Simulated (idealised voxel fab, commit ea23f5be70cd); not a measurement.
Process module name: voxel transistor to metal
cross-section cut | 165 nm wide | cells 5 nm
Cross-section = grid of square cells, listed top down in bands; band = one or more rows.
The entry gives the band's vertical extent as a top height and a bottom height in nm, then its horizontal make-up as materials from left to right, each with a width in nm. "air" stands for empty space; a single material marked "throughout" fills the band edge to edge.
Beneath 0, the wafer as received is one material, and that level is where height counting begins. The lowest band goes on downward without a bottom; it is written like "0 nm and below".
So if you see something like "30 to 40" for the width, read it as the top row of the band sitting at the first number and the bottom row at the second, with every row in between moving by the same amount as the last.
"identical to before" for a step: no cell of the cross-section changed in that step.
Enclosed void entries: empty space of 8 cells or more with no open way to the top, each as width x height at its distance from the left edge, in nm
Post-settings text on a step line: simulator's own remark regarding the step.
overlay nm: mask offset rightward from planned place, masked step; negative means leftward offset.
Below is the list of planned process steps
1,op RECEIVE | material Si
2,op CONFORMAL_DEP | material SiO2 | thk nm 5
3,op CONFORMAL_DEP | material SiN | thk nm 10
4,op PATTERN | tone cover | mask id ACTIVE | material resist | width nm 105 | thk nm 20 | overlay nm 0
5,op DIRECTIONAL_ETCH | etch materials SiN | depth nm 10
6,op DIRECTIONAL_ETCH | etch materials SiO2 | depth nm 5
7,op DIRECTIONAL_ETCH | etch materials Si | depth nm 25
8,op STRIP | etch materials resist
9,op FILL_DEP | material SiO2 | thk nm 10
10,op CMP | height nm 15
11,op SELECTIVE_ETCH | etch materials SiO2 | depth nm 10
12,op STRIP | etch materials SiN
13,op SELECTIVE_ETCH | etch materials SiO2 | depth nm 5
14,op OXIDIZE | depth nm 5
15,op DIRECTIONAL_DEP | material polySi | thk nm 30
16,op DIRECTIONAL_DEP | material SiCN | thk nm 15
17,op PATTERN | tone cover | mask id GATE | material resist | width nm 25 | thk nm 20 | overlay nm 0
18,op DIRECTIONAL_ETCH | etch materials SiCN | depth nm 25
19,op DIRECTIONAL_ETCH | etch materials polySi | depth nm 40
20,op STRIP | etch materials resist
21,op CONFORMAL_DEP | material SiN | thk nm 10
22,op DIRECTIONAL_ETCH | etch materials SiN | depth nm 10
23,op DIRECTIONAL_ETCH | etch materials SiO2 | depth nm 5
24,op DIRECTIONAL_ETCH | etch materials Si | depth nm 15
25,op EPI | material SiGe | thk nm 15
26,op FILL_DEP | material SiO2 | thk nm 10
27,op CMP | height nm 45
28,op DIRECTIONAL_DEP | material SiO2 | thk nm 15
29,op PATTERN | tone open | mask id CONTACT | material resist | width nm 25 | pitch nm 60 | thk nm 20 | overlay nm 0
30,op DIRECTIONAL_ETCH | etch materials SiO2 | depth nm 65
31,op STRIP | etch materials resist
32,op CONFORMAL_DEP | material TiN | thk nm 5
33,op FILL_DEP | material W | thk nm 5
34,op CMP | height nm 60
35,op CONFORMAL_DEP | material SiCN | thk nm 5
36,op DIRECTIONAL_DEP | material SiO2 | thk nm 20
37,op MASKED_ETCH | tone open | mask id METAL_1 | width nm 15 | pitch nm 70 | etch materials SiO2 | depth nm 20 | overlay nm 0
38,op MASKED_ETCH | tone open | mask id METAL_1 | width nm 15 | pitch nm 70 | etch materials SiCN | depth nm 5 | overlay nm 0
39,op CONFORMAL_DEP | material TiN | thk nm 5
40,op FILL_DEP | material Cu | thk nm 5
41,op CMP | height nm 85
42,op CONFORMAL_DEP | material SiN | thk nm 5
Delivered wafer in cross-section: state after step 1
	0 nm and below = Si throughout
	Enclosed void entries: none
End state of the module in cross-section, given the above starting point and plan and one mistake in execution
	90 nm to 85 nm = SiN throughout
	85 nm to 65 nm = SiO2: 40 | TiN: 5 | Cu: 5 | TiN: 5 | SiO2: 55 | TiN: 5 | Cu: 5 | TiN: 5 | SiO2: 40
	65 nm to 60 nm = SiCN: 40 | TiN: 15 | SiCN: 55 | TiN: 15 | SiCN: 40
	60 nm to 50 nm = SiO2: 40 | TiN: 5 | W: 15 | TiN: 5 | SiO2: 35 | TiN: 5 | W: 15 | TiN: 5 | SiO2: 40
	50 nm to 45 nm = SiO2: 40 | TiN: 5 | W: 10 | TiN: 10 | SiO2: 35 | TiN: 10 | W: 10 | TiN: 5 | SiO2: 40
	45 nm to 40 nm = SiO2: 40 | TiN: 5 | W: 10 | TiN: 5 | SiN: 10 | SiCN: 25 | SiN: 10 | TiN: 5 | W: 10 | TiN: 5 | SiO2: 40
	40 nm to 35 nm = SiO2: 40 | TiN: 20 | SiN: 10 | SiCN: 25 | SiN: 10 | TiN: 20 | SiO2: 40
	35 nm to 30 nm = SiCN throughout
	30 nm to 0 nm = polySi throughout
	0 nm to -5 nm = SiO2 throughout
	-5 nm to -25 nm = SiO2: 30 | Si: 105 | SiO2: 30
	-25 nm and below = Si throughout
	Enclosed void entries: none
What was done differently from what was planned? yeah, plan step 16 got run twice
